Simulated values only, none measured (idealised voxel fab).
Module name: voxel gate over fins (process module)
Displayed cross-section: cut, width of 240 nm, square cells sized 5 nm.
Each cross-section below is a grid of square cells, stated as bands in top-down order, with one or more rows of cells making up each band.
It is stipulated that each band's entry specify, in nanometres, the height of the top of the band and then that of its bottom, followed by the materials of the band in left-to-right sequence, each together with its width in nanometres. A single material marked by the word "full width" is understood to fill the band from edge to edge; the word "air" is understood to denote empty space.
Heads up on the height convention: 0 is the point under which the incoming wafer is all one material, and the lowest band has no bottom, it just keeps going down, like "z 0 and below".
You'd read "30 to 40" like this: the band's top row of cells is as wide as the first number, its bottom row is as wide as the second, and going down, every row changes width by the same amount as the row before did.
When a step is marked "no modifications", none of the cells in the cross-section changed during that step.
"Unvented voids" means: voids of 8 cells or more that are shut off from the top with no open way through. Written width x height at distance, distance from the left edge, in nm.
Post-settings text on a step line: simulator's own remark regarding the step.
overlay nm: where the mask lay relative to plan, measured to the right, on steps with a mask; negatives go left.
The process steps that were planned are listed below
- 1: RECEIVE (material Si)
- 2: CONFORMAL_DEP (material SiN; thk nm 10)
- 3: MASKED_ETCH (tone cover; mask id FINS; width nm 15; pitch nm 50; etch materials SiN; depth nm 10; overlay nm 0)
- 4: MASKED_ETCH (tone cover; mask id FINS; width nm 15; pitch nm 50; etch materials Si; depth nm 40; overlay nm 0)
- 5: FILL_DEP (material SiO2; thk nm 5)
- 6: CMP (height nm 10)
- 7: MASKED_ETCH (tone open; mask id RAIL; width nm 15; etch materials SiO2; depth nm 45; overlay nm 0)
- 8: CONFORMAL_DEP (material TiN; thk nm 5)
- 9: FILL_DEP (material Ru; thk nm 5)
- 10: CMP (height nm 10)
- 11: SELECTIVE_ETCH (etch materials W Ru TiN; depth nm 30)
- 12: FILL_DEP (material SiO2; thk nm 5)
- 13: CMP (height nm 10)
- 14: SELECTIVE_ETCH (etch materials SiO2; depth nm 20)
- 15: STRIP (etch materials SiN)
- 16: CONFORMAL_DEP (material HfO2; thk nm 5)
- 17: CONFORMAL_DEP (material TiN; thk nm 5)
- 18: FILL_DEP (material W; thk nm 15)
- 19: CMP (height nm 20)
- 20: CONFORMAL_DEP (material SiN; thk nm 10)
Same starting wafers, different width nm at step 4. Plan value belongs to the first wafer.
Cross-sectional view of the first of several wafers in the as-received condition, corresponding to the state following step 1
    z 0 and below | Si full width
    Unvented voids: none
Each row below is a wafer at the end of the module, listing for every material the number of cells it has gained (+) or lost (-) since it was received, followed by its closed voids
width nm 15, +60 HfO2, +2 Ru, -312 Si, +96 SiN, +225 SiO2, +67 TiN, +150 W, Unvented voids: none
width nm 20, +60 HfO2, +2 Ru, -288 Si, +96 SiN, +207 SiO2, +67 TiN, +144 W, Unvented voids: none
width nm 25, +60 HfO2, +2 Ru, -264 Si, +96 SiN, +189 SiO2, +67 TiN, +138 W, Unvented voids: none
width nm 30, +60 HfO2, +2 Ru, -240 Si, +96 SiN, +171 SiO2, +67 TiN, +132 W, Unvented voids: none
